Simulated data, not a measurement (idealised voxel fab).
process module | voxel transistor to metal
cross-section cut | 295 nm wide | cells 5 nm
A cross-section is a grid of square cells, given in bands from the top down. A band is one or more rows of cells.
Each band's line starts with the height of the band's top and of its bottom, in nm. Then come its materials from left to right, each with its width in nm. One material with "throughout" fills the band from edge to edge. "air" is empty space.
Height 0 is the level under which the wafer as received is all one material. The lowest band goes on downwards, as in "0 down".
A width such as "30 to 40" changes by the same amount from each row of cells to the next, from the band's top row to its bottom row.
"no change" after a step means that no cell of the cross-section changed.
closed voids: empty space of 8 cells or more with no open way to the top, each as width x height at its distance from the left edge, in nm
after a step's settings: what the simulator itself notes on the step
overlay nm, on a step with a mask: how far to the right of its planned place the mask lay; to the left if negative
plan
1 op RECEIVE | material Si
2 op CONFORMAL_DEP | material SiO2 | thk nm 5
3 op CONFORMAL_DEP | material SiN | thk nm 10
4 op DIRECTIONAL_DEP | material aC | thk nm 15
5 op PATTERN | tone cover | mask id ACTIVE | material resist | width nm 115 | pitch nm 145 | thk nm 30 | overlay nm 0
6 op DIRECTIONAL_ETCH | etch materials aC | depth nm 15
7 op STRIP | etch materials resist
8 op DIRECTIONAL_ETCH | etch materials SiN | depth nm 10
9 op DIRECTIONAL_ETCH | etch materials SiO2 | depth nm 5
10 op DIRECTIONAL_ETCH | etch materials Si | depth nm 30
11 op STRIP | etch materials aC
12 op OXIDIZE | depth nm 5
13 op FILL_DEP | material SiO2 | thk nm 5
14 op CMP | height nm 15
15 op SELECTIVE_ETCH | etch materials SiO2 | depth nm 10
16 op STRIP | etch materials SiN
17 op SELECTIVE_ETCH | etch materials SiO2 | depth nm 5
18 op OXIDIZE | depth nm 5
19 op DIRECTIONAL_DEP | material polySi | thk nm 20
20 op DIRECTIONAL_DEP | material SiCN | thk nm 10
21 op DIRECTIONAL_DEP | material aC | thk nm 15
22 op PATTERN | tone cover | mask id GATE | material resist | width nm 25 | pitch nm 145 | thk nm 30 | overlay nm 0
23 op DIRECTIONAL_ETCH | etch materials aC | depth nm 15
24 op STRIP | etch materials resist
25 op DIRECTIONAL_ETCH | etch materials SiCN | depth nm 20
26 op DIRECTIONAL_ETCH | etch materials polySi | depth nm 30
27 op STRIP | etch materials aC
28 op CONFORMAL_DEP | material SiN | thk nm 5
29 op DIRECTIONAL_ETCH | etch materials SiN | depth nm 5
30 op DIRECTIONAL_ETCH | etch materials SiO2 | depth nm 5
31 op DIRECTIONAL_ETCH | etch materials Si | depth nm 5
32 op EPI | material pSi | thk nm 5
33 op FILL_DEP | material SiO2 | thk nm 5
34 op CMP | height nm 20
35 op STRIP | etch materials polySi
36 op SELECTIVE_ETCH | etch materials SiO2 | depth nm 5
37 op CONFORMAL_DEP | material HfO2 | thk nm 5
38 op CONFORMAL_DEP | material TiN | thk nm 5
39 op FILL_DEP | material W | thk nm 10
40 op CMP | height nm 15
41 op DIRECTIONAL_DEP | material SiO2 | thk nm 10
42 op PATTERN | tone open | mask id CONTACT | material resist | width nm 20 | thk nm 15 | overlay nm 0
43 op DIRECTIONAL_ETCH | etch materials SiO2 | depth nm 30
44 op STRIP | etch materials resist
45 op CONFORMAL_DEP | material TiN | thk nm 5
46 op FILL_DEP | material W | thk nm 5
47 op CMP | height nm 25
48 op CONFORMAL_DEP | material SiN | thk nm 5
49 op DIRECTIONAL_DEP | material lowk | thk nm 20
50 op MASKED_ETCH | tone open | mask id METAL_1 | width nm 20 | etch materials lowk | depth nm 20 | overlay nm 0
51 op MASKED_ETCH | tone open | mask id METAL_1 | width nm 20 | etch materials SiN | depth nm 5 | overlay nm 0
52 op CONFORMAL_DEP | material TiN | thk nm 5
53 op FILL_DEP | material Cu | thk nm 5
54 op CMP | height nm 50
55 op EPI | material Ru | thk nm 5
56 op FILL_DEP | material SiCN | thk nm 5
57 op DIRECTIONAL_DEP | material lowk | thk nm 25
58 op MASKED_ETCH | tone open | mask id METAL_2_HOLES | width nm 15 | pitch nm 145 | etch materials lowk | depth nm 25 | overlay nm 0
59 op DIRECTIONAL_DEP | material aC | thk nm 15
60 op PATTERN | tone open | mask id METAL_2 | material resist | width nm 20 | pitch nm 145 | thk nm 35 | overlay nm 0
61 op DIRECTIONAL_ETCH | etch materials aC | depth nm 15
62 op STRIP | etch materials resist
63 op DIRECTIONAL_ETCH | etch materials lowk | depth nm 15
64 op DIRECTIONAL_ETCH | etch materials SiCN | depth nm 5
65 op STRIP | etch materials aC
66 op CONFORMAL_DEP | material TiN | thk nm 5
67 op FILL_DEP | material Cu | thk nm 10
68 op CMP | height nm 85
69 op CONFORMAL_DEP | material SiN | thk nm 5
as received, after step 1
  0 down: Si throughout
  closed voids: none
first wafer at the end, as planned
  90 to 85: SiN throughout
  85 to 75: lowk 25 | TiN 5 | Cu 10 | TiN 5 | lowk 125 | TiN 5 | Cu 10 | TiN 5 | lowk 105
  75 to 70: lowk 25 | TiN 5 | Cu 5 | TiN 10 | lowk 125 | TiN 5 | Cu 5 | TiN 10 | lowk 105
  70 to 60: lowk 25 | TiN 5 | Cu 5 | TiN 5 | lowk 130 | TiN 5 | Cu 5 | TiN 5 | lowk 110
  60 to 55: SiCN 25 | TiN 15 | SiCN 130 | TiN 15 | SiCN 110
  55 to 50: SiCN 20 | Ru 30 | SiCN 45 | Ru 30 | SiCN 40 | Ru 30 | SiCN 45 | Ru 30 | SiCN 25
  50 to 30: lowk 25 | TiN 5 | Cu 10 | TiN 5 | lowk 55 | TiN 5 | Cu 10 | TiN 5 | lowk 50 | TiN 5 | Cu 10 | TiN 5 | lowk 55 | TiN 5 | Cu 10 | TiN 5 | lowk 30
  30 to 25: SiN 25 | TiN 20 | SiN 55 | TiN 20 | SiN 50 | TiN 20 | SiN 55 | TiN 20 | SiN 30
  25 to 15: SiO2 25 | TiN 5 | W 10 | TiN 5 | SiO2 55 | TiN 5 | W 10 | TiN 5 | SiO2 50 | TiN 5 | W 10 | TiN 5 | SiO2 55 | TiN 5 | W 10 | TiN 5 | SiO2 30
  15 to 5: SiO2 25 | TiN 5 | W 10 | TiN 5 | SiO2 10 | SiN 5 | HfO2 5 | TiN 5 | W 5 | TiN 5 | HfO2 5 | SiN 5 | SiO2 10 | TiN 5 | W 10 | TiN 5 | SiO2 50 | TiN 5 | W 10 | TiN 5 | SiO2 10 | SiN 5 | HfO2 5 | TiN 5 | W 5 | TiN 5 | HfO2 5 | SiN 5 | SiO2 10 | TiN 5 | W 10 | TiN 5 | SiO2 30
  5 to 0: SiO2 25 | TiN 5 | W 10 | TiN 5 | SiO2 10 | SiN 5 | HfO2 5 | TiN 15 | HfO2 5 | SiN 5 | SiO2 10 | TiN 5 | W 10 | TiN 5 | SiO2 50 | TiN 5 | W 10 | TiN 5 | SiO2 10 | SiN 5 | HfO2 5 | TiN 15 | HfO2 5 | SiN 5 | SiO2 10 | TiN 5 | W 10 | TiN 5 | SiO2 30
  0 to -5: SiO2 25 | TiN 20 | SiO2 5 | pSi 5 | HfO2 35 | pSi 5 | SiO2 5 | TiN 20 | SiO2 50 | TiN 20 | SiO2 5 | pSi 5 | HfO2 35 | pSi 5 | SiO2 5 | TiN 20 | SiO2 30
  -5 to -10: SiO2 20 | pSi 35 | Si 35 | pSi 35 | SiO2 40 | pSi 35 | Si 35 | pSi 35 | SiO2 25
  -10 to -35: SiO2 20 | Si 105 | SiO2 40 | Si 105 | SiO2 25
  -35 down: Si throughout
  closed voids: none
second wafer at the end: like start, like plan, one mistake
  90 to 85: SiN throughout
  85 to 75: Cu 35 | TiN 5 | lowk 5 | TiN 5 | Cu 130 | TiN 5 | lowk 5 | TiN 5 | Cu 100
  75 to 70: TiN 30 | Cu 5 | TiN 5 | lowk 5 | TiN 130 | Cu 5 | TiN 5 | lowk 5 | TiN 105
  70 to 65: lowk 25 | TiN 5 | Cu 5 | TiN 5 | lowk 130 | TiN 5 | Cu 5 | TiN 5 | lowk 110
  65 to 60: lowk 25 | TiN 15 | lowk 130 | TiN 15 | lowk 110
  60 to 55: SiCN throughout
  55 to 50: SiCN 20 | Ru 30 | SiCN 45 | Ru 30 | SiCN 40 | Ru 30 | SiCN 45 | Ru 30 | SiCN 25
  50 to 30: lowk 25 | TiN 5 | Cu 10 | TiN 5 | lowk 55 | TiN 5 | Cu 10 | TiN 5 | lowk 50 | TiN 5 | Cu 10 | TiN 5 | lowk 55 | TiN 5 | Cu 10 | TiN 5 | lowk 30
  30 to 25: SiN 25 | TiN 20 | SiN 55 | TiN 20 | SiN 50 | TiN 20 | SiN 55 | TiN 20 | SiN 30
  25 to 15: SiO2 25 | TiN 5 | W 10 | TiN 5 | SiO2 55 | TiN 5 | W 10 | TiN 5 | SiO2 50 | TiN 5 | W 10 | TiN 5 | SiO2 55 | TiN 5 | W 10 | TiN 5 | SiO2 30
  15 to 5: SiO2 25 | TiN 5 | W 10 | TiN 5 | SiO2 10 | SiN 5 | HfO2 5 | TiN 5 | W 5 | TiN 5 | HfO2 5 | SiN 5 | SiO2 10 | TiN 5 | W 10 | TiN 5 | SiO2 50 | TiN 5 | W 10 | TiN 5 | SiO2 10 | SiN 5 | HfO2 5 | TiN 5 | W 5 | TiN 5 | HfO2 5 | SiN 5 | SiO2 10 | TiN 5 | W 10 | TiN 5 | SiO2 30
  5 to 0: SiO2 25 | TiN 5 | W 10 | TiN 5 | SiO2 10 | SiN 5 | HfO2 5 | TiN 15 | HfO2 5 | SiN 5 | SiO2 10 | TiN 5 | W 10 | TiN 5 | SiO2 50 | TiN 5 | W 10 | TiN 5 | SiO2 10 | SiN 5 | HfO2 5 | TiN 15 | HfO2 5 | SiN 5 | SiO2 10 | TiN 5 | W 10 | TiN 5 | SiO2 30
  0 to -5: SiO2 25 | TiN 20 | SiO2 5 | pSi 5 | HfO2 35 | pSi 5 | SiO2 5 | TiN 20 | SiO2 50 | TiN 20 | SiO2 5 | pSi 5 | HfO2 35 | pSi 5 | SiO2 5 | TiN 20 | SiO2 30
  -5 to -10: SiO2 20 | pSi 35 | Si 35 | pSi 35 | SiO2 40 | pSi 35 | Si 35 | pSi 35 | SiO2 25
  -10 to -35: SiO2 20 | Si 105 | SiO2 40 | Si 105 | SiO2 25
  -35 down: Si throughout
  closed voids: none
what went wrong: step 60 ran as: op PATTERN | tone cover | mask id METAL_2 | material resist | width nm 20 | pitch nm 145 | thk nm 35 | overlay nm 0
at the end the second wafer has, in cells: 96 more of Cu | 6 more of SiCN | 45 more of TiN | 147 fewer of lowk
